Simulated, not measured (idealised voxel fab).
process module | voxel spacer lines
cross-section cut | 155 nm wide | cells 5 nm
A cross-section is a grid of square cells, given in bands from the top down. A band is one or more rows of cells.
Each band's line starts with the height of the band's top and of its bottom, in nm. Then come its materials from left to right, each with its width in nm. One material with "throughout" fills the band from edge to edge. "air" is empty space.
Height 0 is the level under which the wafer as received is all one material. The lowest band goes on downwards, as in "0 down".
A width such as "30 to 40" changes by the same amount from each row of cells to the next, from the band's top row to its bottom row.
"no change" after a step means that no cell of the cross-section changed.
closed voids: empty space of 8 cells or more with no open way to the top, each as width x height at its distance from the left edge, in nm
after a step's settings: what the simulator itself notes on the step
overlay nm, on a step with a mask: how far to the right of its planned place the mask lay; to the left if negative
plan
1 op RECEIVE | material Si
2 op CONFORMAL_DEP | material Al2O3 | thk nm 10
3 op DIRECTIONAL_DEP | material SiN | thk nm 20
4 op DIRECTIONAL_DEP | material aC | thk nm 25
5 op PATTERN | tone cover | mask id MANDREL | material resist | width nm 20 | pitch nm 60 | thk nm 30 | overlay nm 0
6 op DIRECTIONAL_ETCH | etch materials aC | depth nm 25
7 op STRIP | etch materials resist
8 op CONFORMAL_DEP | material SiO2 | thk nm 10
9 op DIRECTIONAL_ETCH | etch materials SiO2 | depth nm 10
10 op STRIP | etch materials aC
11 op DIRECTIONAL_ETCH | etch materials SiN | depth nm 20
12 op STRIP | etch materials SiO2
as received, after step 1
  0 down: Si throughout
  closed voids: none
first wafer at the end, as planned
  30 to 10: air 25 | SiN 10 | air 20 | SiN 10 | air 20 | SiN 10 | air 20 | SiN 10 | air 30
  10 to 0: Al2O3 throughout
  0 down: Si throughout
  closed voids: none
second wafer at the end: like start, like plan, one mistake
  30 to 10: air 25 | SiN 10 | air 25 | SiN 10 | air 15 | SiN 10 | air 25 | SiN 10 | air 25
  10 to 0: Al2O3 throughout
  0 down: Si throughout
  closed voids: none
what went wrong: step 5 ran as: op PATTERN | tone cover | mask id MANDREL | material resist | width nm 25 | pitch nm 60 | thk nm 30 | overlay nm 0
at the end the second wafer has, in cells: as many of each material as the first, in other places
